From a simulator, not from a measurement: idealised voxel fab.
Presented below is a process module, voxel ribs on slabs.
In the cross-section labelled cut, the width is 230 nm and each square cell is 5 nm.
Cross-section spec: square-cell grid; bands listed top down; each band is one or more rows. The band entry comprises the height of the band's top followed by the height of its bottom, expressed in nm, and subsequently the band's materials from left to right, each stated together with its width in nm. Where a single material is marked with the word "all across", that material fills the band from edge to edge. The word "air" represents empty space. Where do heights start? At 0: under that level the wafer as delivered is made of one material only. And the lowest band has no floor; it just carries on downward, as in "0 down". Read "30..40" as a graded width: first number on top, second number at the bottom, same change between each pair of neighbouring rows. "remained the same", as given for a step, is the statement that not any cell of the cross-section underwent a change during that step. Any empty space of 8 cells or more lacking an open way to the top shows up in "Sealed voids" as width x height at distance, distance from the left edge, in nm. Read whatever lies past the settings on a step's line as the simulator's own remark about the step. overlay nm: for a step with a mask, the amount by which the mask lay right of where it was planned; a negative amount means left of it.

The steps planned for the process are as follows:
step 1: RECEIVE | material Si
step 2: DIRECTIONAL_DEP | material SiO2 | thk nm 30
step 3: DIRECTIONAL_DEP | material SiN | thk nm 25
step 4: DIRECTIONAL_DEP | material aC | thk nm 10
step 5: PATTERN | tone cover | mask id RIB | material resist | width nm 25 | thk nm 25 | overlay nm 0
step 6: DIRECTIONAL_ETCH | etch materials aC | depth nm 10
step 7: STRIP | etch materials resist
step 8: DIRECTIONAL_ETCH | etch materials SiN | depth nm 10
step 9: STRIP | etch materials aC
step 10: DIRECTIONAL_DEP | material aC | thk nm 15
step 11: PATTERN | tone cover | mask id SLAB | material resist | width nm 85 | thk nm 30 | overlay nm 0
step 12: DIRECTIONAL_ETCH | etch materials aC | depth nm 15
step 13: STRIP | etch materials resist
step 14: DIRECTIONAL_ETCH | etch materials SiN | depth nm 15
step 15: STRIP | etch materials aC
step 16: FILL_DEP | material SiO2 | thk nm 15
step 17: CMP | height nm 65
step 18: DIRECTIONAL_DEP | material TiN | thk nm 5
step 19: PATTERN | tone cover | mask id HEATER | material resist | width nm 35 | thk nm 20 | overlay nm 0
step 20: DIRECTIONAL_ETCH | etch materials TiN | depth nm 5
step 21: STRIP | etch materials resist
step 22: CONFORMAL_DEP | material SiN | thk nm 10

The cross-section here shows the wafer as received, i.e. in its state after step 1:
> 0 down  Si all across
> Sealed voids: none

The following cross-section depicts the wafer upon conclusion of the module. Processing commenced from the starting condition illustrated above and adhered to the plan illustrated above, save for one mistake in execution:
> 80 to 75  85 air  55 SiN  90 air
> 75 to 70  SiN all across
> 70 to 65  95 SiN  35 TiN  100 SiN
> 65 to 55  SiO2 all across
> 55 to 45  70 SiO2  30 SiN  25 SiO2  30 SiN  75 SiO2
> 45 to 40  70 SiO2  85 SiN  75 SiO2
> 40 to 30  SiN all across
> 30 to 0  SiO2 all across
> 0 down  Si all across
> Sealed voids: none
So what did we get wrong on this run? heads up, step 5 didn't go per plan, it actually ran as PATTERN | tone open | mask id RIB | material resist | width nm 25 | thk nm 25 | overlay nm 0
